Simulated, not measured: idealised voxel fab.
Name of the process module below: voxel lift off
For reference, the cross-section in this document is cut, with width 270 nm and square cells of 5 nm.
A cross-section is a grid of square cells, given in bands from the top down. A band is one or more rows of cells. Heights first: top, then bottom, in nm. Then materials, left to right, each with a width in nm. "all across" on a single material: fills the band edge to edge. "empty": empty space. We count height from 0. Below that, the starting wafer is all one material. The lowest band never ends at the bottom but goes on down; see "0 nm and below" for how that is written. When a width is written as two numbers, as in "30 to 40", the first number is the width in the top row of cells of the band and the second is the width in its bottom row, and the width changes by the same amount from each row to the next. The designation "nothing got changed", where it is given for a processing step, indicates that no cell of the cross-section was altered in the course of that step. For the entry "Sealed void list", the listed items are empty spaces with no open way to the top whose size is 8 cells or more; each item follows the pattern width x height at distance, where distance is from the left edge and all three are in nm. Past the settings on a step's line: simulator remark, on that step. overlay nm: for a step with a mask, the amount by which the mask lay right of where it was planned; a negative amount means left of it.
Process steps - plan:
1 RECEIVE, material Si
2 CONFORMAL_DEP, material SiO2, thk nm 5
3 PATTERN, tone open, mask id LINES, material resist, width nm 25, pitch nm 50, thk nm 30, overlay nm 0
4 DIRECTIONAL_DEP, material Ru, thk nm 15
5 STRIP, etch materials resist
6 CONFORMAL_DEP, material SiO2, thk nm 10
Run as planned: first of two wafers:
As-received state of the wafer in cross-section, equivalent to post-step 1:
	0 nm and below | Si all across
	Sealed void list: none
The following cross-section depicts the wafer upon completion of step 2:
	5 nm to 0 nm | SiO2 all across
	At heights below 0, the structure remains unaltered.
The following cross-section depicts the wafer upon completion of step 3:
	35 nm to 5 nm | 45 resist; 25 empty; 25 resist; 25 empty; 25 resist; 25 empty; 25 resist; 25 empty; 50 resist
	At heights below 5, the structure remains unaltered.
The following cross-section depicts the wafer upon completion of step 4:
	50 nm to 35 nm | 45 Ru; 25 empty; 25 Ru; 25 empty; 25 Ru; 25 empty; 25 Ru; 25 empty; 50 Ru
	35 nm to 20 nm | 45 resist; 25 empty; 25 resist; 25 empty; 25 resist; 25 empty; 25 resist; 25 empty; 50 resist
	20 nm to 5 nm | 45 resist; 25 Ru; 25 resist; 25 Ru; 25 resist; 25 Ru; 25 resist; 25 Ru; 50 resist
	At heights below 5, the structure remains unaltered.
The following cross-section depicts the wafer upon completion of step 5:
	20 nm to 5 nm | 45 empty; 25 Ru; 25 empty; 25 Ru; 25 empty; 25 Ru; 25 empty; 25 Ru; 50 empty
	At heights below 5, the structure remains unaltered.
The following cross-section depicts the wafer upon completion of step 6:
	30 nm to 20 nm | 35 empty; 45 SiO2; 5 empty; 45 SiO2; 5 empty; 45 SiO2; 5 empty; 45 SiO2; 40 empty
	20 nm to 15 nm | 35 empty; 10 SiO2; 25 Ru; 10 SiO2; 5 empty; 10 SiO2; 25 Ru; 10 SiO2; 5 empty; 10 SiO2; 25 Ru; 10 SiO2; 5 empty; 10 SiO2; 25 Ru; 10 SiO2; 40 empty
	15 nm to 5 nm | 45 SiO2; 25 Ru; 25 SiO2; 25 Ru; 25 SiO2; 25 Ru; 25 SiO2; 25 Ru; 50 SiO2
	At heights below 5, the structure remains unaltered.
The Second Wafer: Common Origin and Plan, One Mistake in Execution, Identical to the First Through Step 2:
What the second wafer looks like in cross-section when step 3 should have wrapped up:
	35 nm to 5 nm | 50 resist; 15 empty; 35 resist; 15 empty; 35 resist; 15 empty; 35 resist; 15 empty; 55 resist
	At heights below 5, the structure remains unaltered.
What the second wafer looks like in cross-section when step 4 should have wrapped up:
	50 nm to 35 nm | 50 Ru; 15 empty; 35 Ru; 15 empty; 35 Ru; 15 empty; 35 Ru; 15 empty; 55 Ru
	35 nm to 20 nm | 50 resist; 15 empty; 35 resist; 15 empty; 35 resist; 15 empty; 35 resist; 15 empty; 55 resist
	20 nm to 5 nm | 50 resist; 15 Ru; 35 resist; 15 Ru; 35 resist; 15 Ru; 35 resist; 15 Ru; 55 resist
	At heights below 5, the structure remains unaltered.
What the second wafer looks like in cross-section when step 5 should have wrapped up:
	20 nm to 5 nm | 50 empty; 15 Ru; 35 empty; 15 Ru; 35 empty; 15 Ru; 35 empty; 15 Ru; 55 empty
	At heights below 5, the structure remains unaltered.
What the second wafer looks like in cross-section when step 6 should have wrapped up:
	30 nm to 20 nm | 40 empty; 35 SiO2; 15 empty; 35 SiO2; 15 empty; 35 SiO2; 15 empty; 35 SiO2; 45 empty
	20 nm to 15 nm | 40 empty; 10 SiO2; 15 Ru; 10 SiO2; 15 empty; 10 SiO2; 15 Ru; 10 SiO2; 15 empty; 10 SiO2; 15 Ru; 10 SiO2; 15 empty; 10 SiO2; 15 Ru; 10 SiO2; 45 empty
	15 nm to 5 nm | 50 SiO2; 15 Ru; 35 SiO2; 15 Ru; 35 SiO2; 15 Ru; 35 SiO2; 15 Ru; 55 SiO2
	At heights below 5, the structure remains unaltered.
What was done differently from what was planned? step 3 deviated from plan and actually ran as PATTERN, tone open, mask id LINES, material resist, width nm 15, pitch nm 50, thk nm 30, overlay nm 0
Final cells, second wafer relative to first, materials higher or lower: 24 fewer of Ru
